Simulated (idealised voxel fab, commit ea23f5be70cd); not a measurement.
The process module that follows is named voxel tone inversion.
Cross-section cut spans 230 nm and uses square cells 5 nm in size.
The cross-sections in this document take the form of a grid made of square cells. They are written out as bands, in order from top to bottom. Each band consists of one or more rows of cells. Top, bottom (nm), then materials left to right with widths (nm); lone material tagged "full width" fills the whole band edge to edge; "empty" = empty space. Measure heights from 0. That's the level where, below it, the as-received wafer is all one material. The lowest band is bottomless and extends downward; write it as in "0 nm and below". Width: "30 to 40" (first number = top row, second number = bottom row, same change from row to row of cells). Basically "no alterations made" means that step didn't change any cell in the cross-section. What "Closed cavities" gives you is every empty space of 8 cells or more that is cut off from the top. Each appears as width x height at distance, with the distance taken from the left edge and width, height and distance all in nm. If you see something after the settings on a step's line, that's the simulator's own remark about that step. "overlay nm" answers the question of how far to the right of plan the mask lay on a step that has a mask, and when it is negative the answer is to the left.

This section lists the process steps that were planned:
step 1: RECEIVE: material Si
step 2: CONFORMAL_DEP: material SiN, thk nm 10
step 3: DIRECTIONAL_DEP: material polySi, thk nm 15
step 4: PATTERN: tone cover, mask id POSTS, material resist, width nm 15, pitch nm 30, thk nm 25, overlay nm 0
step 5: DIRECTIONAL_ETCH: etch materials polySi, depth nm 15
step 6: STRIP: etch materials resist
step 7: FILL_DEP: material lowk, thk nm 10
step 8: CMP: height nm 25
step 9: STRIP: etch materials polySi
step 10: CONFORMAL_DEP: material TiN, thk nm 5
step 11: FILL_DEP: material W, thk nm 10
step 12: CMP: height nm 25
step 13: CONFORMAL_DEP: material SiCN, thk nm 5

Cross-section of the wafer at receipt, which is the condition after step 1:
0 nm and below  Si full width
Closed cavities: none

First of two wafers: cross-section at end of module, run per plan:
30 nm to 25 nm  SiCN full width
25 nm to 15 nm  60 nm lowk; 5 nm TiN; 5 nm W; 5 nm TiN; 15 nm lowk; 5 nm TiN; 5 nm W; 5 nm TiN; 15 nm lowk; 5 nm TiN; 5 nm W; 5 nm TiN; 15 nm lowk; 5 nm TiN; 5 nm W; 5 nm TiN; 65 nm lowk
15 nm to 10 nm  60 nm lowk; 15 nm TiN; 15 nm lowk; 15 nm TiN; 15 nm lowk; 15 nm TiN; 15 nm lowk; 15 nm TiN; 65 nm lowk
10 nm to 0 nm  SiN full width
0 nm and below  Si full width
Closed cavities: none

Cross-sectional view: second of two wafers, end of module; start and plan identical to the first, one mistake in running:
30 nm to 25 nm  SiCN full width
25 nm to 15 nm  SiN full width
15 nm to 0 nm  polySi full width
0 nm and below  Si full width
Closed cavities: none
In executing the process, a mistake was made relative to the plan: so 2 and 3 got swapped relative to the plan, each ran where the other was supposed to
The second wafer ends with more or fewer cells of some materials than the first, per final count: TiN -28; W -8; lowk -102; polySi +138
